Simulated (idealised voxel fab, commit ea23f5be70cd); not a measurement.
process module | voxel ribs on slabs
cross-section cut | 195 nm wide | cells 5 nm
A cross-section is a grid of square cells, given in bands from the top down. A band is one or more rows of cells.
Each band's line starts with the height of the band's top and of its bottom, in nm. Then come its materials from left to right, each with its width in nm. One material with "throughout" fills the band from edge to edge. "air" is empty space.
Height 0 is the level under which the wafer as received is all one material. The lowest band goes on downwards, as in "0 down".
A width such as "30 to 40" changes by the same amount from each row of cells to the next, from the band's top row to its bottom row.
"no change" after a step means that no cell of the cross-section changed.
closed voids: empty space of 8 cells or more with no open way to the top, each as width x height at its distance from the left edge, in nm
after a step's settings: what the simulator itself notes on the step
overlay nm, on a step with a mask: how far to the right of its planned place the mask lay; to the left if negative
plan
1 op RECEIVE | material Si
2 op DIRECTIONAL_DEP | material SiO2 | thk nm 20
3 op DIRECTIONAL_DEP | material SiN | thk nm 25
4 op MASKED_ETCH | tone cover | mask id RIB | width nm 15 | etch materials SiN | depth nm 5 | overlay nm 0
5 op PATTERN | tone cover | mask id SLAB | material resist | width nm 55 | thk nm 15 | overlay nm 0
6 op DIRECTIONAL_ETCH | etch materials SiN | depth nm 20
7 op STRIP | etch materials resist
8 op FILL_DEP | material SiO2 | thk nm 30
9 op CMP | height nm 65
10 op DIRECTIONAL_DEP | material W | thk nm 10
11 op DIRECTIONAL_DEP | material aC | thk nm 10
12 op PATTERN | tone cover | mask id HEATER | material resist | width nm 25 | thk nm 25 | overlay nm 0
13 op DIRECTIONAL_ETCH | etch materials aC | depth nm 10
14 op STRIP | etch materials resist
15 op DIRECTIONAL_ETCH | etch materials W | depth nm 10
16 op STRIP | etch materials aC
17 op CONFORMAL_DEP | material SiN | thk nm 10
as received, after step 1
  0 down: Si throughout
  closed voids: none
first wafer at the end, as planned
  85 to 75: air 75 | SiN 45 | air 75
  75 to 65: SiN 85 | W 25 | SiN 85
  65 to 45: SiO2 throughout
  45 to 40: SiO2 90 | SiN 15 | SiO2 90
  40 to 20: SiO2 70 | SiN 55 | SiO2 70
  20 to 0: SiO2 throughout
  0 down: Si throughout
  closed voids: none
second wafer at the end: like start, like plan, one mistake
  85 to 75: air 75 | SiN 45 | air 75
  75 to 65: SiN 85 | W 25 | SiN 85
  65 to 45: SiO2 throughout
  45 to 40: SiO2 90 | SiN 15 | SiO2 90
  40 to 20: SiO2 65 | SiN 65 | SiO2 65
  20 to 0: SiO2 throughout
  0 down: Si throughout
  closed voids: none
what went wrong: step 5 ran as: op PATTERN | tone cover | mask id SLAB | material resist | width nm 65 | thk nm 15 | overlay nm 0
at the end the second wafer has, in cells: 8 more of SiN | 8 fewer of SiO2
